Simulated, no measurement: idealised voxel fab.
process module | voxel ribs on slabs
cross-section cut | 155 nm wide | cells 5 nm
A cross-section is a grid of square cells, given in bands from the top down. A band is one or more rows of cells.
Each band's line starts with the height of the band's top and of its bottom, in nm. Then come its materials from left to right, each with its width in nm. One material with "throughout" fills the band from edge to edge. "air" is empty space.
Height 0 is the level under which the wafer as received is all one material. The lowest band goes on downwards, as in "0 down".
A width such as "30 to 40" changes by the same amount from each row of cells to the next, from the band's top row to its bottom row.
"no change" after a step means that no cell of the cross-section changed.
closed voids: empty space of 8 cells or more with no open way to the top, each as width x height at its distance from the left edge, in nm
after a step's settings: what the simulator itself notes on the step
overlay nm, on a step with a mask: how far to the right of its planned place the mask lay; to the left if negative
plan
1 op RECEIVE | material Si
2 op DIRECTIONAL_DEP | material SiO2 | thk nm 20
3 op DIRECTIONAL_DEP | material SiN | thk nm 15
4 op DIRECTIONAL_DEP | material aC | thk nm 10
5 op PATTERN | tone cover | mask id RIB | material resist | width nm 30 | thk nm 30 | overlay nm 0
6 op DIRECTIONAL_ETCH | etch materials aC | depth nm 10
7 op STRIP | etch materials resist
8 op DIRECTIONAL_ETCH | etch materials SiN | depth nm 10
9 op STRIP | etch materials aC
10 op DIRECTIONAL_DEP | material aC | thk nm 15
11 op PATTERN | tone cover | mask id SLAB | material resist | width nm 90 | thk nm 35 | overlay nm 0
12 op DIRECTIONAL_ETCH | etch materials aC | depth nm 15
13 op STRIP | etch materials resist
14 op DIRECTIONAL_ETCH | etch materials SiN | depth nm 5
15 op STRIP | etch materials aC
16 op FILL_DEP | material SiO2 | thk nm 25
17 op CMP | height nm 50
18 op DIRECTIONAL_DEP | material W | thk nm 10
19 op DIRECTIONAL_DEP | material aC | thk nm 15
20 op PATTERN | tone cover | mask id HEATER | material resist | width nm 40 | thk nm 35 | overlay nm 0
21 op DIRECTIONAL_ETCH | etch materials aC | depth nm 15
22 op STRIP | etch materials resist
23 op DIRECTIONAL_ETCH | etch materials W | depth nm 10
24 op STRIP | etch materials aC
25 op CONFORMAL_DEP | material SiN | thk nm 10
as received, after step 1
  0 down: Si throughout
  closed voids: none
a wafer at the end: this start, this plan, one mistake
  70 to 60: air 45 | SiN 60 | air 50
  60 to 50: SiN 55 | W 40 | SiN 60
  50 to 40: SiO2 60 to 30 | SiN 30 to 90 | SiO2 65 to 35
  40 to 0: SiO2 throughout
  0 down: Si throughout
  closed voids: none
what went wrong: step 2 was run twice
